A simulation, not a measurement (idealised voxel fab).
Process module name: voxel released beams
We display cut, a cross-section 150 nm in width whose square cells are each 5 nm.
Cross-section = grid of square cells, listed top down in bands; band = one or more rows. For a band, the entry starts with two heights in nm, that of the top and then that of the bottom, and carries on with the band's materials in order from left to right, each alongside its width in nm; the word "full width" beside a single material means it fills the band edge to edge, and "air" means empty space. All heights in this document are referenced to 0, defined as the level beneath which the wafer, as received, consists entirely of one material. The lowest band is not bounded below; it extends indefinitely downward and is written in the form "0 nm and below". A two-number width, for instance "30->40", indicates that the width is equal to the first number in the top row of the band and to the second number in the bottom row, and that it changes by a constant amount per row of cells. Reading "no alterations made" for a step: not a cell of the cross-section changed in it. For the entry "Voids, sealed", the listed items are empty spaces with no open way to the top whose size is 8 cells or more; each item follows the pattern width x height at distance, where distance is from the left edge and all three are in nm. If you see something after the settings on a step's line, that's the simulator's own remark about that step. overlay nm: for a step with a mask, the amount by which the mask lay right of where it was planned; a negative amount means left of it.
# Intended process steps
1 RECEIVE: material Si
2 CONFORMAL_DEP: material Al2O3, thk nm 5
3 DIRECTIONAL_DEP: material SiO2, thk nm 10
4 PATTERN: tone open, mask id ANCHOR, material resist, width nm 25, thk nm 20, overlay nm 0
5 DIRECTIONAL_ETCH: etch materials SiO2, depth nm 10
6 STRIP: etch materials resist
7 CONFORMAL_DEP: material SiN, thk nm 10
8 PATTERN: tone cover, mask id BEAM, material resist, width nm 110, thk nm 15, overlay nm 0
9 DIRECTIONAL_ETCH: etch materials SiN, depth nm 10
10 STRIP: etch materials resist
11 STRIP: etch materials SiO2
# So, the first of our two wafers, run just as we planned it
# Cross-section of the incoming wafer, state after step 1
  0 nm and below: Si full width
  Voids, sealed: none
# Cross-section: wafer state after step 2
  5 nm to 0 nm: Al2O3 full width
  Note: structure below 0 unchanged.
# Cross-section: wafer state after step 3
  15 nm to 5 nm: SiO2 full width
  Note: structure below 5 unchanged.
# Cross-section: wafer state after step 4
  35 nm to 15 nm: resist 20 nm | air 25 nm | resist 105 nm
  Note: structure below 15 unchanged.
# Cross-section: wafer state after step 5
  35 nm to 15 nm: resist 20 nm | air 25 nm | resist 105 nm
  15 nm to 5 nm: SiO2 20 nm | air 25 nm | SiO2 105 nm
  Note: structure below 5 unchanged.
# Cross-section: wafer state after step 6
  15 nm to 5 nm: SiO2 20 nm | air 25 nm | SiO2 105 nm
  Note: structure below 5 unchanged.
# Cross-section: wafer state after step 7
  25 nm to 15 nm: SiN 30 nm | air 5 nm | SiN 115 nm
  15 nm to 5 nm: SiO2 20 nm | SiN 25 nm | SiO2 105 nm
  Note: structure below 5 unchanged.
# Cross-section: wafer state after step 8
  40 nm to 25 nm: air 15 nm | resist 110 nm | air 25 nm
  25 nm to 15 nm: SiN 30 nm | resist 5 nm | SiN 115 nm
  Note: structure below 15 unchanged.
# Cross-section: wafer state after step 9
  40 nm to 25 nm: air 15 nm | resist 110 nm | air 25 nm
  25 nm to 15 nm: air 15 nm | SiN 15 nm | resist 5 nm | SiN 90 nm | air 25 nm
  Note: structure below 15 unchanged.
# Cross-section: wafer state after step 10
  25 nm to 15 nm: air 15 nm | SiN 15 nm | air 5 nm | SiN 90 nm | air 25 nm
  Note: structure below 15 unchanged.
# Cross-section: wafer state after step 11
  25 nm to 15 nm: air 15 nm | SiN 15 nm | air 5 nm | SiN 90 nm | air 25 nm
  15 nm to 5 nm: air 20 nm | SiN 25 nm | air 105 nm
  Note: structure below 5 unchanged.
# Second wafer, same starting conditions and recipe as the first, one mistake in executing it, nothing differs from the first up to and including step 7
# Cross-section of the second wafer at the time by which step 8 should have been completed according to the plan
  40 nm to 25 nm: air 20 nm | resist 110 nm | air 20 nm
  25 nm to 15 nm: SiN 30 nm | resist 5 nm | SiN 115 nm
  Note: structure below 15 unchanged.
# Cross-section of the second wafer at the time by which step 9 should have been completed according to the plan
  40 nm to 25 nm: air 20 nm | resist 110 nm | air 20 nm
  25 nm to 15 nm: air 20 nm | SiN 10 nm | resist 5 nm | SiN 95 nm | air 20 nm
  Note: structure below 15 unchanged.
# Cross-section of the second wafer at the time by which step 10 should have been completed according to the plan
  25 nm to 15 nm: air 20 nm | SiN 10 nm | air 5 nm | SiN 95 nm | air 20 nm
  Note: structure below 15 unchanged.
# Cross-section of the second wafer at the time by which step 11 should have been completed according to the plan
  25 nm to 15 nm: air 20 nm | SiN 10 nm | air 5 nm | SiN 95 nm | air 20 nm
  15 nm to 5 nm: air 20 nm | SiN 25 nm | air 105 nm
  Note: structure below 5 unchanged.
What went wrong in running the wafer? step 8: run off-plan, actual operation and settings PATTERN: tone cover, mask id BEAM, material resist, width nm 110, thk nm 15, overlay nm 5
Final state: per-material cell counts identical on both wafers; locations differ.
